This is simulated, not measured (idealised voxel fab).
The following is a process module called voxel air gaps.
In the cross-section labelled cut, the width is 245 nm and each square cell is 5 nm.
Cross-section spec: square-cell grid; bands listed top down; each band is one or more rows.
Heads up on the band format: heights come first, top then bottom, in nm. After that it's the materials left to right, each with its width in nm. A single material flagged "everywhere" fills the whole band edge to edge, and "empty" means there's empty space there.
Note: height 0 marks the level under which the wafer is uniformly one material as received. Lowest band unbounded below, written "z 0 and below".
A two-number width, for instance "30 to 40", indicates that the width is equal to the first number in the top row of the band and to the second number in the bottom row, and that it changes by a constant amount per row of cells.
Where the words "no modification" appear for a step, the cross-section shows no cell changed by that step; every cell remained as before.
You'll see "Closed void catalog" listing empty spaces that have no way open to the top, as long as they're 8 cells or more; the notation is width x height at distance, where the distance is from the left edge, and all of it is in nm.
Past the settings on a step's line: simulator remark, on that step.
overlay nm: step with mask; distance mask lay right of planned place; negative value = left of planned place.
Below is the list of planned process steps:
| 1 | RECEIVE,material Si |
| 2 | CONFORMAL_DEP,material SiO2,thk nm 10 |
| 3 | CONFORMAL_DEP,material SiN,thk nm 5 |
| 4 | DIRECTIONAL_DEP,material SiO2,thk nm 35 |
| 5 | PATTERN,tone open,mask id LINES,material resist,width nm 20,pitch nm 50,thk nm 20,overlay nm 0 |
| 6 | DIRECTIONAL_ETCH,etch materials SiO2,depth nm 35 |
| 7 | STRIP,etch materials resist |
| 8 | CONFORMAL_DEP,material TiN,thk nm 5 |
| 9 | FILL_DEP,material W,thk nm 10 |
| 10 | CMP,height nm 50 |
| 11 | EPI,material Ru,thk nm 10 |
| 12 | SELECTIVE_ETCH,etch materials SiO2,depth nm 45 |
| 13 | CONFORMAL_DEP,material SiN,thk nm 5 |
As-received state of the wafer in cross-section, equivalent to post-step 1:
> z 0 and below  Si everywhere
> Closed void catalog: none
Starting structure and process plan are as shown above, but one mistake was made in running the module; the wafer cross-section at the end of the module follows:
> z 65 to 60  SiN everywhere
> z 60 to 50  Ru everywhere
> z 50 to 20  W 55 / TiN 5 / SiO2 20 / TiN 5 / W 20 / TiN 5 / SiO2 20 / TiN 5 / W 20 / TiN 5 / SiO2 20 / TiN 5 / W 60
> z 20 to 15  TiN 60 / SiO2 20 / TiN 30 / SiO2 20 / TiN 30 / SiO2 20 / TiN 65
> z 15 to 10  SiN everywhere
> z 10 to 0  SiO2 everywhere
> z 0 and below  Si everywhere
> Closed void catalog: none
The mistake made against the process plan was this: not per plan at step 5, really ran PATTERN,tone cover,mask id LINES,material resist,width nm 20,pitch nm 50,thk nm 20,overlay nm 0
